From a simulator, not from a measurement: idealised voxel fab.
process module | voxel air gaps
cross-section cut | 295 nm wide | cells 5 nm
A cross-section is a grid of square cells, given in bands from the top down. A band is one or more rows of cells.
Each band's line starts with the height of the band's top and of its bottom, in nm. Then come its materials from left to right, each with its width in nm. One material with "throughout" fills the band from edge to edge. "air" is empty space.
Height 0 is the level under which the wafer as received is all one material. The lowest band goes on downwards, as in "0 down".
A width such as "30 to 40" changes by the same amount from each row of cells to the next, from the band's top row to its bottom row.
"no change" after a step means that no cell of the cross-section changed.
closed voids: empty space of 8 cells or more with no open way to the top, each as width x height at its distance from the left edge, in nm
after a step's settings: what the simulator itself notes on the step
overlay nm, on a step with a mask: how far to the right of its planned place the mask lay; to the left if negative
plan
1 op RECEIVE | material Si
2 op CONFORMAL_DEP | material SiO2 | thk nm 15
3 op CONFORMAL_DEP | material SiCN | thk nm 5
4 op DIRECTIONAL_DEP | material lowk | thk nm 40
5 op MASKED_ETCH | tone open | mask id LINES | width nm 20 | pitch nm 50 | etch materials lowk | depth nm 40 | overlay nm 0
6 op CONFORMAL_DEP | material TiN | thk nm 5
7 op FILL_DEP | material W | thk nm 5
8 op CMP | height nm 60
9 op EPI | material Ru | thk nm 10
10 op SELECTIVE_ETCH | etch materials lowk | depth nm 50
11 op CONFORMAL_DEP | material SiCN | thk nm 5
as received, after step 1
  0 down: Si throughout
  closed voids: none
a wafer at the end: this start, this plan, one mistake
  75 to 70: air 35 | SiCN 200 | air 60
  70 to 60: air 35 | SiCN 5 | Ru 40 | SiCN 10 | Ru 40 | SiCN 10 | Ru 40 | SiCN 10 | Ru 40 | SiCN 5 | air 60
  60 to 55: air 35 | SiCN 15 | TiN 5 | W 10 | TiN 5 | SiCN 30 | TiN 5 | W 10 | TiN 5 | SiCN 30 | TiN 5 | W 10 | TiN 5 | SiCN 30 | TiN 5 | W 10 | TiN 5 | SiCN 15 | air 60
  55 to 25: air 45 | SiCN 5 | TiN 5 | W 10 | TiN 5 | SiCN 5 | air 20 | SiCN 5 | TiN 5 | W 10 | TiN 5 | SiCN 5 | air 20 | SiCN 5 | TiN 5 | W 10 | TiN 5 | SiCN 5 | air 20 | SiCN 5 | TiN 5 | W 10 | TiN 5 | SiCN 5 | air 70
  25 to 20: SiCN 50 | TiN 20 | SiCN 30 | TiN 20 | SiCN 30 | TiN 20 | SiCN 30 | TiN 20 | SiCN 75
  20 to 15: SiCN throughout
  15 to 0: SiO2 throughout
  0 down: Si throughout
  closed voids: 20 x 30 at 75; 20 x 30 at 125; 20 x 30 at 175
what went wrong: step 5 ran as: op MASKED_ETCH | tone open | mask id LINES | width nm 20 | pitch nm 50 | etch materials lowk | depth nm 40 | overlay nm -10
